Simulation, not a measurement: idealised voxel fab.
A process module follows: voxel trench capacitor.
Shown is cross-section cut, with a width of 240 nm and square cells of size 5 nm.
Throughout this document, each cross-section is represented as a grid of square cells and is presented as a sequence of bands enumerated from the top downward, where a band comprises one or more rows of cells. In this notation a band is specified by the heights of its top and bottom, in that order and in nm, after which its materials appear from left to right, each paired with its width in nm. The word "everywhere" attached to a single material means that material fills the band from edge to edge; the word "air" stands for empty space. Basically, 0 is our baseline, since under it the wafer straight out of the box is all one material. The bottom band has no lower end and keeps on going down, so it looks like "top 0, no bottom". Top row gets the first number, bottom row gets the second, and each row in between changes by the same step: that is how a band width like "30->40" works. When a step is marked "identical to before", none of the cells in the cross-section changed during that step. Listed in "Closed cavity list": every empty space of 8 or more cells without an open way to the top. Form: width x height at distance, the distance being from the left edge, all in nm. Note: text after step settings on the step line = simulator remark on that step. Steps that use a mask can have "overlay nm" on their line. It says how far the mask sat to the right of where it was meant to be. Negative means to the left.

# List of planned process steps
1 RECEIVE | material Si
2 CONFORMAL_DEP | material SiN | thk nm 10
3 MASKED_ETCH | tone open | mask id TRENCH | width nm 25 | pitch nm 40 | etch materials SiN | depth nm 10 | overlay nm 0
4 MASKED_ETCH | tone open | mask id TRENCH | width nm 25 | pitch nm 40 | etch materials Si | depth nm 25 | overlay nm 0
5 CONFORMAL_DEP | material Al2O3 | thk nm 5
6 CONFORMAL_DEP | material TiN | thk nm 5
7 FILL_DEP | material W | thk nm 10
8 CMP | height nm 10

# as received, after step 1
- top 0, no bottom  Si everywhere
- Closed cavity list: none

# first wafer at the end, as planned
- top 10, bottom 0  SiN 45 nm | Al2O3 5 nm | TiN 5 nm | W 5 nm | TiN 5 nm | Al2O3 5 nm | SiN 15 nm | Al2O3 5 nm | TiN 5 nm | W 5 nm | TiN 5 nm | Al2O3 5 nm | SiN 15 nm | Al2O3 5 nm | TiN 5 nm | W 5 nm | TiN 5 nm | Al2O3 5 nm | SiN 15 nm | Al2O3 5 nm | TiN 5 nm | W 5 nm | TiN 5 nm | Al2O3 5 nm | SiN 50 nm
- top 0, bottom -15  Si 45 nm | Al2O3 5 nm | TiN 5 nm | W 5 nm | TiN 5 nm | Al2O3 5 nm | Si 15 nm | Al2O3 5 nm | TiN 5 nm | W 5 nm | TiN 5 nm | Al2O3 5 nm | Si 15 nm | Al2O3 5 nm | TiN 5 nm | W 5 nm | TiN 5 nm | Al2O3 5 nm | Si 15 nm | Al2O3 5 nm | TiN 5 nm | W 5 nm | TiN 5 nm | Al2O3 5 nm | Si 50 nm
- top -15, bottom -20  Si 45 nm | Al2O3 5 nm | TiN 15 nm | Al2O3 5 nm | Si 15 nm | Al2O3 5 nm | TiN 15 nm | Al2O3 5 nm | Si 15 nm | Al2O3 5 nm | TiN 15 nm | Al2O3 5 nm | Si 15 nm | Al2O3 5 nm | TiN 15 nm | Al2O3 5 nm | Si 50 nm
- top -20, bottom -25  Si 45 nm | Al2O3 25 nm | Si 15 nm | Al2O3 25 nm | Si 15 nm | Al2O3 25 nm | Si 15 nm | Al2O3 25 nm | Si 50 nm
- top -25, no bottom  Si everywhere
- Closed cavity list: none

# Now the second wafer, cross-sectioned at the end of the module. Nothing different at the start, nothing different in the plan compared with the first, just one mistake when it was actually run
- top 30, bottom 20  W everywhere
- top 20, bottom 15  TiN 55 nm | W 5 nm | TiN 35 nm | W 5 nm | TiN 35 nm | W 5 nm | TiN 35 nm | W 5 nm | TiN 60 nm
- top 15, bottom 10  Al2O3 50 nm | TiN 5 nm | W 5 nm | TiN 5 nm | Al2O3 25 nm | TiN 5 nm | W 5 nm | TiN 5 nm | Al2O3 25 nm | TiN 5 nm | W 5 nm | TiN 5 nm | Al2O3 25 nm | TiN 5 nm | W 5 nm | TiN 5 nm | Al2O3 55 nm
- top 10, bottom 0  SiN 45 nm | Al2O3 5 nm | TiN 5 nm | W 5 nm | TiN 5 nm | Al2O3 5 nm | SiN 15 nm | Al2O3 5 nm | TiN 5 nm | W 5 nm | TiN 5 nm | Al2O3 5 nm | SiN 15 nm | Al2O3 5 nm | TiN 5 nm | W 5 nm | TiN 5 nm | Al2O3 5 nm | SiN 15 nm | Al2O3 5 nm | TiN 5 nm | W 5 nm | TiN 5 nm | Al2O3 5 nm | SiN 50 nm
- top 0, bottom -15  Si 45 nm | Al2O3 5 nm | TiN 5 nm | W 5 nm | TiN 5 nm | Al2O3 5 nm | Si 15 nm | Al2O3 5 nm | TiN 5 nm | W 5 nm | TiN 5 nm | Al2O3 5 nm | Si 15 nm | Al2O3 5 nm | TiN 5 nm | W 5 nm | TiN 5 nm | Al2O3 5 nm | Si 15 nm | Al2O3 5 nm | TiN 5 nm | W 5 nm | TiN 5 nm | Al2O3 5 nm | Si 50 nm
- top -15, bottom -20  Si 45 nm | Al2O3 5 nm | TiN 15 nm | Al2O3 5 nm | Si 15 nm | Al2O3 5 nm | TiN 15 nm | Al2O3 5 nm | Si 15 nm | Al2O3 5 nm | TiN 15 nm | Al2O3 5 nm | Si 15 nm | Al2O3 5 nm | TiN 15 nm | Al2O3 5 nm | Si 50 nm
- top -20, bottom -25  Si 45 nm | Al2O3 25 nm | Si 15 nm | Al2O3 25 nm | Si 15 nm | Al2O3 25 nm | Si 15 nm | Al2O3 25 nm | Si 50 nm
- top -25, no bottom  Si everywhere
- Closed cavity list: none
It is concluded that the wafer was processed incorrectly with respect to the plan, in that not run: step 8 of the plan (skipped)
Final cells, second wafer relative to first, materials higher or lower: +36 Al2O3; +52 TiN; +104 W
